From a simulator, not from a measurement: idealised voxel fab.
The document below concerns the process module designated voxel released beams.
FYI the section here is cut, 185 nm wide, cells are 5 nm squares.
For the purposes of this document, a cross-section shall be understood as a grid of square cells, specified as bands listed in top-to-bottom order, each band consisting of one or more rows of cells.
Heights first: top, then bottom, in nm. Then materials, left to right, each with a width in nm. "all across" on a single material: fills the band edge to edge. "air": empty space.
Heights are expressed relative to 0, this being the level below which the as-received wafer comprises one material exclusively. The lowest band is unbounded in the downward direction and is denoted as in "0 down".
Read "30..40" as a graded width: first number on top, second number at the bottom, same change between each pair of neighbouring rows.
It should be understood that the words "no alteration", when stated for a given step, signify that the cross-section underwent no change in any of its cells during that step.
"Unvented voids" contains a list of empty spaces, each no smaller than 8 cells and without an open way to the top, written in the form width x height at distance with the distance from the left edge and all three in nm.
Formally, on a step line, whatever follows the settings is a remark that the simulator itself makes on the step.
overlay nm: on a step with a mask, how far right of its planned place the mask lay; negative means left.

-- The planned process steps are enumerated hereunder
1) RECEIVE, material Si
2) CONFORMAL_DEP, material SiN, thk nm 5
3) DIRECTIONAL_DEP, material SiO2, thk nm 20
4) MASKED_ETCH, tone open, mask id ANCHOR, width nm 35, etch materials SiO2, depth nm 20, overlay nm 0
5) CONFORMAL_DEP, material W, thk nm 10
6) PATTERN, tone cover, mask id BEAM, material resist, width nm 105, thk nm 20, overlay nm 0
7) DIRECTIONAL_ETCH, etch materials W, depth nm 10
8) STRIP, etch materials resist
9) STRIP, etch materials SiO2

-- Cross-section of the wafer as it came to us, i.e., already through step 1
    0 down: Si all across
    Unvented voids: none

-- What the wafer looks like in cross-section after this module, when it starts as shown above and follows the plan above but one mistake is made in running it
    35 to 25: air 35 nm / W 50 nm / air 100 nm
    25 to 15: air 30 nm / W 10 nm / SiO2 35 nm / W 10 nm / air 100 nm
    15 to 5: air 30 nm / W 10 nm / SiO2 35 nm / W 65 nm / air 45 nm
    5 to 0: SiN all across
    0 down: Si all across
    Unvented voids: none
Misprocessing identified: heads up, step 4 didn't go per plan, it actually ran as MASKED_ETCH, tone cover, mask id ANCHOR, width nm 35, etch materials SiO2, depth nm 20, overlay nm 0
